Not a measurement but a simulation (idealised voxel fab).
The name of this process module is voxel self aligned vias.
FYI the section here is cut, 190 nm wide, cells are 5 nm squares.
A cross-section is written here as square cells arranged in a grid, and it is given in bands from the top down, each band taking up one or more rows of cells. Band entry format. Leading values: height of top, height of bottom, nm. Remainder: materials in left-to-right order, each with its width in nm. Special words: "all across" on a single material, which then fills the band edge to edge; "blank", empty space. Height datum 0, below which the as-received substrate wafer is one material. Lowest band open at the bottom, running downward: "0 down". Quick explanation for "30->40": the width changes in equal steps down the rows of cells, from the first number in the band's top row to the second number in its bottom row. "nothing changed" -> step changed no cross-section cell. The list in "Encapsulated voids" covers empty spaces of 8 cells or more that cannot reach the top through any open way, and it gives each as width x height at distance; the distance is from the left edge, and width, height and distance are in nm. Whatever follows a step's settings on its line is a remark the simulator itself makes about that step. overlay nm: for a step with a mask, the amount by which the mask lay right of where it was planned; a negative amount means left of it.
[The planned process steps are enumerated hereunder]
- 1: op RECEIVE | material Si
- 2: op CONFORMAL_DEP | material SiO2 | thk nm 10
- 3: op CONFORMAL_DEP | material SiCN | thk nm 5
- 4: op DIRECTIONAL_DEP | material lowk | thk nm 20
- 5: op PATTERN | tone open | mask id LINES | material resist | width nm 25 | pitch nm 65 | thk nm 20 | overlay nm 0
- 6: op DIRECTIONAL_ETCH | etch materials lowk | depth nm 20
- 7: op STRIP | etch materials resist
- 8: op CONFORMAL_DEP | material TiN | thk nm 5
- 9: op FILL_DEP | material Ru | thk nm 10
- 10: op CMP | height nm 35
- 11: op SELECTIVE_ETCH | etch materials W Ru TiN | depth nm 5
- 12: op FILL_DEP | material SiN | thk nm 5
- 13: op CMP | height nm 35
- 14: op DIRECTIONAL_DEP | material lowk | thk nm 20
- 15: op MASKED_ETCH | tone open | mask id VIAS | width nm 35 | etch materials lowk | depth nm 20 | overlay nm 0
- 16: op MASKED_ETCH | tone open | mask id VIAS | width nm 35 | etch materials SiN | depth nm 5 | overlay nm 0
- 17: op CONFORMAL_DEP | material TiN | thk nm 5
- 18: op FILL_DEP | material Ru | thk nm 5
- 19: op CMP | height nm 55
- 20: op CONFORMAL_DEP | material SiCN | thk nm 5
[What follows covers the first of two wafers; it ran as planned]
[Wafer at receipt (post step 1), cross-section]
	0 down | Si all across
	Encapsulated voids: none
[Cross-section of the wafer after step 2]
	10 to 0 | SiO2 all across
	Everything below 0 is unchanged.
[Cross-section of the wafer after step 3]
	15 to 10 | SiCN all across
	Everything below 10 is unchanged.
[Cross-section of the wafer after step 4]
	35 to 15 | lowk all across
	Everything below 15 is unchanged.
[Cross-section of the wafer after step 5]
	55 to 35 | resist 50  blank 25  resist 40  blank 25  resist 50
	Everything below 35 is unchanged.
[Cross-section of the wafer after step 6]
	55 to 35 | resist 50  blank 25  resist 40  blank 25  resist 50
	35 to 15 | lowk 50  blank 25  lowk 40  blank 25  lowk 50
	Everything below 15 is unchanged.
[Cross-section of the wafer after step 7]
	35 to 15 | lowk 50  blank 25  lowk 40  blank 25  lowk 50
	Everything below 15 is unchanged.
[Cross-section of the wafer after step 8]
	40 to 35 | TiN 55  blank 15  TiN 50  blank 15  TiN 55
	35 to 20 | lowk 50  TiN 5  blank 15  TiN 5  lowk 40  TiN 5  blank 15  TiN 5  lowk 50
	20 to 15 | lowk 50  TiN 25  lowk 40  TiN 25  lowk 50
	Everything below 15 is unchanged.
[Cross-section of the wafer after step 9]
	50 to 40 | Ru all across
	40 to 35 | TiN 55  Ru 15  TiN 50  Ru 15  TiN 55
	35 to 20 | lowk 50  TiN 5  Ru 15  TiN 5  lowk 40  TiN 5  Ru 15  TiN 5  lowk 50
	Everything below 20 is unchanged.
[Cross-section of the wafer after step 10]
	35 to 20 | lowk 50  TiN 5  Ru 15  TiN 5  lowk 40  TiN 5  Ru 15  TiN 5  lowk 50
	Everything below 20 is unchanged.
[Cross-section of the wafer after step 11]
	35 to 30 | lowk 50  blank 25  lowk 40  blank 25  lowk 50
	Everything below 30 is unchanged.
[Cross-section of the wafer after step 12]
	40 to 35 | SiN all across
	35 to 30 | lowk 50  SiN 25  lowk 40  SiN 25  lowk 50
	Everything below 30 is unchanged.
[Cross-section of the wafer after step 13]
	35 to 30 | lowk 50  SiN 25  lowk 40  SiN 25  lowk 50
	Everything below 30 is unchanged.
[Cross-section of the wafer after step 14]
	55 to 35 | lowk all across
	Everything below 35 is unchanged.
[Cross-section of the wafer after step 15]
	55 to 35 | lowk 45  blank 35  lowk 110
	Everything below 35 is unchanged.
[Cross-section of the wafer after step 16]
	55 to 35 | lowk 45  blank 35  lowk 110
	35 to 30 | lowk 50  blank 25  lowk 40  SiN 25  lowk 50
	Everything below 30 is unchanged.
[Cross-section of the wafer after step 17]
	60 to 55 | TiN 50  blank 25  TiN 115
	55 to 40 | lowk 45  TiN 5  blank 25  TiN 5  lowk 110
	40 to 35 | lowk 45  TiN 10  blank 15  TiN 10  lowk 110
	35 to 30 | lowk 50  TiN 25  lowk 40  SiN 25  lowk 50
	Everything below 30 is unchanged.
[Cross-section of the wafer after step 18]
	65 to 60 | Ru all across
	60 to 55 | TiN 50  Ru 25  TiN 115
	55 to 40 | lowk 45  TiN 5  Ru 25  TiN 5  lowk 110
	40 to 35 | lowk 45  TiN 10  Ru 15  TiN 10  lowk 110
	Everything below 35 is unchanged.
[Cross-section of the wafer after step 19]
	55 to 40 | lowk 45  TiN 5  Ru 25  TiN 5  lowk 110
	Everything below 40 is unchanged.
[Cross-section of the wafer after step 20]
	60 to 55 | SiCN all across
	Everything below 55 is unchanged.
[Second wafer. Start and plan as for the first. One mistake made in running. Agrees with the first up to and including step 14]
[The second wafer cut through, at the time step 15 was supposed to be finished]
	55 to 35 | blank 45  lowk 35  blank 110
	Everything below 35 is unchanged.
The second wafer cut through, at the time step 16 was supposed to be finished: nothing changed
[The second wafer cut through, at the time step 17 was supposed to be finished]
	60 to 55 | blank 40  TiN 45  blank 105
	55 to 40 | blank 40  TiN 5  lowk 35  TiN 5  blank 105
	40 to 35 | TiN 45  lowk 35  TiN 110
	Everything below 35 is unchanged.
[The second wafer cut through, at the time step 18 was supposed to be finished]
	65 to 60 | Ru all across
	60 to 55 | Ru 40  TiN 45  Ru 105
	55 to 40 | Ru 40  TiN 5  lowk 35  TiN 5  Ru 105
	Everything below 40 is unchanged.
[The second wafer cut through, at the time step 19 was supposed to be finished]
	55 to 40 | Ru 40  TiN 5  lowk 35  TiN 5  Ru 105
	Everything below 40 is unchanged.
[The second wafer cut through, at the time step 20 was supposed to be finished]
	60 to 55 | SiCN all across
	Everything below 55 is unchanged.
Deviation from plan: step 15 changed vs plan, executed as op MASKED_ETCH | tone cover | mask id VIAS | width nm 35 | etch materials lowk | depth nm 20 | overlay nm 0
Final cells, second wafer relative to first, materials higher or lower: Ru: 69 more, SiN: 5 more, TiN: 22 more, lowk: 96 fewer
